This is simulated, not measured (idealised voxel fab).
Process module name: voxel local oxidation
The cross-section shown here is cut; it is 265 nm wide and divided into square cells measuring 5 nm on a side.
Cross-section = grid of square cells, listed top down in bands; band = one or more rows.
Within each band entry, the heights of the top and of the bottom of the band appear first, in that order and in nm; the materials of the band then follow from left to right, each with its corresponding width in nm. The designation "throughout" on a single material indicates that it fills the band from edge to edge; the designation "empty" indicates empty space.
Height reference: 0 = level under which incoming wafer is all one material. Lowest band: no bottom, runs on downward, e.g. "0..down".
When a width is written as two numbers, as in "30..40", the first number is the width in the top row of cells of the band and the second is the width in its bottom row, and the width changes by the same amount from each row to the next.
"no modifications" -> step changed no cross-section cell.
Closed empty spaces (no open way to the top) of 8 cells or more are what "Fully closed voids" lists, each as width x height at distance from the left edge, nm for all three.
If you see something after the settings on a step's line, that's the simulator's own remark about that step.
"overlay nm" on a masked step: distance the mask lay right of its planned place, negative for left.
## Intended process steps
1 RECEIVE,material Si
2 CONFORMAL_DEP,material SiO2,thk nm 5
3 CONFORMAL_DEP,material SiN,thk nm 15
4 MASKED_ETCH,tone cover,mask id ACTIVE,width nm 95,pitch nm 120,etch materials SiN,depth nm 15,overlay nm 0
5 SELECTIVE_ETCH,etch materials SiO2,depth nm 5
6 OXIDIZE,depth nm 10
7 STRIP,etch materials SiN
## So this is the incoming wafer in cross-section - it's already been through step 1
> 0..down: Si throughout
> Fully closed voids: none
## Here's the cross-section of the first of our two wafers at the end of the module - it ran as planned
> 5..0: empty (30); SiO2 (85); empty (35); SiO2 (85); empty (30)
> 0..-10: SiO2 (40); Si (65); SiO2 (55); Si (65); SiO2 (40)
> -10..down: Si throughout
> Fully closed voids: none
## Cross-sectional view: second of two wafers, end of module; start and plan identical to the first, one mistake in running
> 0..-10: empty (40); Si (65); empty (55); Si (65); empty (40)
> -10..down: Si throughout
> Fully closed voids: none
Deviation noted in wafer processing: off-plan run, step 7, actual operation and settings STRIP,etch materials SiO2
Final wafer comparison in cells, second versus first, more or fewer per material: 88 fewer of SiO2
